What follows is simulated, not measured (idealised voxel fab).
Process module in this document: voxel self aligned contacts
Cross-section cut spans 260 nm and uses square cells 5 nm in size.
Throughout this document, each cross-section is represented as a grid of square cells and is presented as a sequence of bands enumerated from the top downward, where a band comprises one or more rows of cells.
For a band, the entry starts with two heights in nm, that of the top and then that of the bottom, and carries on with the band's materials in order from left to right, each alongside its width in nm; the word "full width" beside a single material means it fills the band edge to edge, and "empty" means empty space.
It should be noted that heights are counted from 0, beneath which the wafer as supplied is of one material throughout, and that the lowest band possesses no lower boundary but continues downward, as written in "z 0 and below".
When a width is written as two numbers, as in "30->40", the first number is the width in the top row of cells of the band and the second is the width in its bottom row, and the width changes by the same amount from each row to the next.
For the purposes of this document, the phrase "remained the same" attached to a step denotes that no cell within the cross-section was modified by that step.
Each empty space that has no open way to the top and spans at least 8 cells appears under "Cavities, closed" as width x height at distance, the distance counted from the left edge, all in nm.
On each step's line, the part that comes after the settings is the simulator's own comment on the step.
"overlay nm" denotes, for a step that has a mask, the displacement of the mask to the right of its planned place, with negative values corresponding to the left.
# Listed below are the process steps as planned
1 op RECEIVE | material Si
2 op CONFORMAL_DEP | material SiO2 | thk nm 5
3 op DIRECTIONAL_DEP | material polySi | thk nm 25
4 op DIRECTIONAL_DEP | material SiN | thk nm 25
5 op PATTERN | tone cover | mask id GATE | material resist | width nm 25 | pitch nm 70 | thk nm 20 | overlay nm 0
6 op DIRECTIONAL_ETCH | etch materials SiN | depth nm 25
7 op DIRECTIONAL_ETCH | etch materials polySi | depth nm 25
8 op STRIP | etch materials resist
9 op CONFORMAL_DEP | material SiN | thk nm 10
10 op DIRECTIONAL_ETCH | etch materials SiN | depth nm 10
11 op FILL_DEP | material SiO2 | thk nm 20
12 op CMP | height nm 65
13 op MASKED_ETCH | tone open | mask id CONTACT | width nm 55 | etch materials SiO2 | depth nm 65 | overlay nm 0
14 op CONFORMAL_DEP | material TiN | thk nm 5
15 op FILL_DEP | material Ru | thk nm 5
16 op CMP | height nm 65
17 op CONFORMAL_DEP | material SiN | thk nm 5
# Step 1 complete: cross-section of the wafer as received
	z 0 and below  Si full width
	Cavities, closed: none
# Cross-section, first of two wafers, end of module, run as planned
	z 70 to 65  SiN full width
	z 65 to 55  100 SiO2, 5->20 TiN, 45->15 Ru, 5->20 TiN, 105 SiO2
	z 55 to 30  70 SiO2, 45 SiN, 5 TiN, 15 Ru, 5 TiN, 45 SiN, 75 SiO2
	z 30 to 5  70 SiO2, 10 SiN, 25 polySi, 10 SiN, 5 TiN, 15 Ru, 5 TiN, 10 SiN, 25 polySi, 10 SiN, 75 SiO2
	z 5 to 0  115 SiO2, 25 TiN, 120 SiO2
	z 0 and below  Si full width
	Cavities, closed: none
# Wafer two cross-section, module end. Start and plan unchanged from wafer one; one mistake made during the run
	z 70 to 65  SiN full width
	z 65 to 55  100 SiO2, 5->20 TiN, 45->15 Ru, 5->20 TiN, 105 SiO2
	z 55 to 35  70 SiO2, 10 SiN, 25 polySi, 10 SiN, 5 TiN, 15 Ru, 5 TiN, 10 SiN, 25 polySi, 10 SiN, 75 SiO2
	z 35 to 30  70 SiO2, 10 SiN, 25 polySi, 10 SiN, 25 TiN, 10 SiN, 25 polySi, 10 SiN, 75 SiO2
	z 30 to 5  SiN full width
	z 5 to 0  SiO2 full width
	z 0 and below  Si full width
	Cavities, closed: none
Misprocessing identified: it was found that steps 3 and 4 of the process plan had been performed in exchanged positions
At the finish, the second wafer shows more or fewer cells for some materials than the first does: Ru: 18 fewer; SiN: 170 more; SiO2: 140 fewer; TiN: 12 fewer
